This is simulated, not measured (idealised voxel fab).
Presented below is a process module, voxel transistor to metal.
Section shown: cut. Width: 195 nm. Cell size: 5 nm, square.
Notation: cross-section as square-cell grid; stated in bands, top first, going down; one or more cell rows per band. Look at the band entry: it leads with the top's height and the bottom's height in nm. Then it lists the materials left to right, with a width in nm for each. The word "throughout" on a single material says that material fills the band edge to edge. The word "blank" is empty space. Below 0: as-received wafer, all one material; heights counted from there. Lowest band: no bottom, goes on down, written "0..down". The expression "30 to 40" gives the width at the extremes of the band, the first number at its top row of cells and the second at its bottom row, with the width changing by equal amounts from each row to the next in between. The cross-section has no changed cell in any step marked "no alterations made". The entry titled "Internal closed voids" provides the empty spaces that have no open way to the top, restricted to those of 8 cells or more. Each is presented as width x height at distance, the distance being measured from the left edge, with all three in nm. What comes after the settings on a step's line is commentary from the simulator itself on that step. "overlay nm" on a masked step: distance the mask lay right of its planned place, negative for left.

List of planned process steps:
- 1: RECEIVE, material Si
- 2: CONFORMAL_DEP, material SiO2, thk nm 5
- 3: CONFORMAL_DEP, material SiN, thk nm 10
- 4: DIRECTIONAL_DEP, material aC, thk nm 10
- 5: PATTERN, tone cover, mask id ACTIVE, material resist, width nm 115, thk nm 25, overlay nm 0
- 6: DIRECTIONAL_ETCH, etch materials aC, depth nm 10
- 7: STRIP, etch materials resist
- 8: DIRECTIONAL_ETCH, etch materials SiN, depth nm 10
- 9: DIRECTIONAL_ETCH, etch materials SiO2, depth nm 5
- 10: DIRECTIONAL_ETCH, etch materials Si, depth nm 25
- 11: STRIP, etch materials aC
- 12: FILL_DEP, material SiO2, thk nm 5
- 13: CMP, height nm 15
- 14: SELECTIVE_ETCH, etch materials SiO2, depth nm 10
- 15: STRIP, etch materials SiN
- 16: SELECTIVE_ETCH, etch materials SiO2, depth nm 5
- 17: OXIDIZE, depth nm 5
- 18: DIRECTIONAL_DEP, material polySi, thk nm 25
- 19: DIRECTIONAL_DEP, material SiCN, thk nm 15
- 20: MASKED_ETCH, tone cover, mask id GATE, width nm 25, etch materials SiCN, depth nm 25, overlay nm 0
- 21: MASKED_ETCH, tone cover, mask id GATE, width nm 25, etch materials polySi, depth nm 35, overlay nm 0
- 22: CONFORMAL_DEP, material SiO2, thk nm 5
- 23: DIRECTIONAL_ETCH, etch materials SiO2, depth nm 5
- 24: CONFORMAL_DEP, material SiN, thk nm 10
- 25: DIRECTIONAL_ETCH, etch materials SiN, depth nm 10
- 26: DIRECTIONAL_ETCH, etch materials SiO2, depth nm 5
- 27: DIRECTIONAL_ETCH, etch materials Si, depth nm 5
- 28: EPI, material SiGe, thk nm 10
- 29: FILL_DEP, material SiO2, thk nm 5
- 30: CMP, height nm 25
- 31: STRIP, etch materials polySi
- 32: SELECTIVE_ETCH, etch materials SiO2, depth nm 5
- 33: CONFORMAL_DEP, material HfO2, thk nm 5
- 34: CONFORMAL_DEP, material TiN, thk nm 5
- 35: FILL_DEP, material W, thk nm 5
- 36: CMP, height nm 20
- 37: DIRECTIONAL_DEP, material SiO2, thk nm 10
- 38: MASKED_ETCH, tone open, mask id CONTACT, width nm 20, pitch nm 75, etch materials SiO2, depth nm 30, overlay nm 0
- 39: CONFORMAL_DEP, material TiN, thk nm 5
- 40: FILL_DEP, material W, thk nm 5
- 41: CMP, height nm 30
- 42: CONFORMAL_DEP, material SiCN, thk nm 5
- 43: DIRECTIONAL_DEP, material SiO2, thk nm 15
- 44: DIRECTIONAL_DEP, material aC, thk nm 15
- 45: PATTERN, tone open, mask id METAL_1, material resist, width nm 20, pitch nm 75, thk nm 30, overlay nm 0
- 46: DIRECTIONAL_ETCH, etch materials aC, depth nm 15
- 47: STRIP, etch materials resist
- 48: DIRECTIONAL_ETCH, etch materials SiO2, depth nm 15
- 49: DIRECTIONAL_ETCH, etch materials SiCN, depth nm 5
- 50: STRIP, etch materials aC
- 51: CONFORMAL_DEP, material TiN, thk nm 5
- 52: FILL_DEP, material Ru, thk nm 5
- 53: CMP, height nm 50
- 54: CONFORMAL_DEP, material SiN, thk nm 5

Incoming wafer in cross-section (state: after step 1):
> 0..down | Si throughout
> Internal closed voids: none

Wafer cross-section at end of module: start and plan as shown above, one execution error:
> 55..50 | SiN throughout
> 50..35 | SiO2: 50 | TiN: 5 | Ru: 10 | TiN: 5 | SiO2: 55 | TiN: 5 | Ru: 10 | TiN: 5 | SiO2: 50
> 35..30 | SiCN: 50 | TiN: 20 | SiCN: 55 | TiN: 20 | SiCN: 50
> 30..20 | SiO2: 50 | TiN: 5 | W: 10 | TiN: 5 | SiO2: 55 | TiN: 5 | W: 10 | TiN: 5 | SiO2: 50
> 20..5 | SiO2: 50 | TiN: 5 | W: 10 | TiN: 5 | SiN: 10 | HfO2: 5 | TiN: 5 | W: 15 | TiN: 5 | HfO2: 5 | SiN: 10 | TiN: 5 | W: 10 | TiN: 5 | SiO2: 50
> 5..0 | SiO2: 50 | TiN: 20 | SiN: 10 | HfO2: 5 | TiN: 25 | HfO2: 5 | SiN: 10 | TiN: 20 | SiO2: 50
> 0..-5 | SiGe: 45 | SiO2: 35 | HfO2: 35 | SiO2: 35 | SiGe: 45
> -5..-10 | SiGe: 40 | SiO2: 115 | SiGe: 40
> -10..-25 | Si: 40 | SiO2: 115 | Si: 40
> -25..down | Si throughout
> Internal closed voids: none
Error vs. plan: step 5 was processed under conditions differing from the plan, specifically as PATTERN, tone open, mask id ACTIVE, material resist, width nm 115, thk nm 25, overlay nm 0
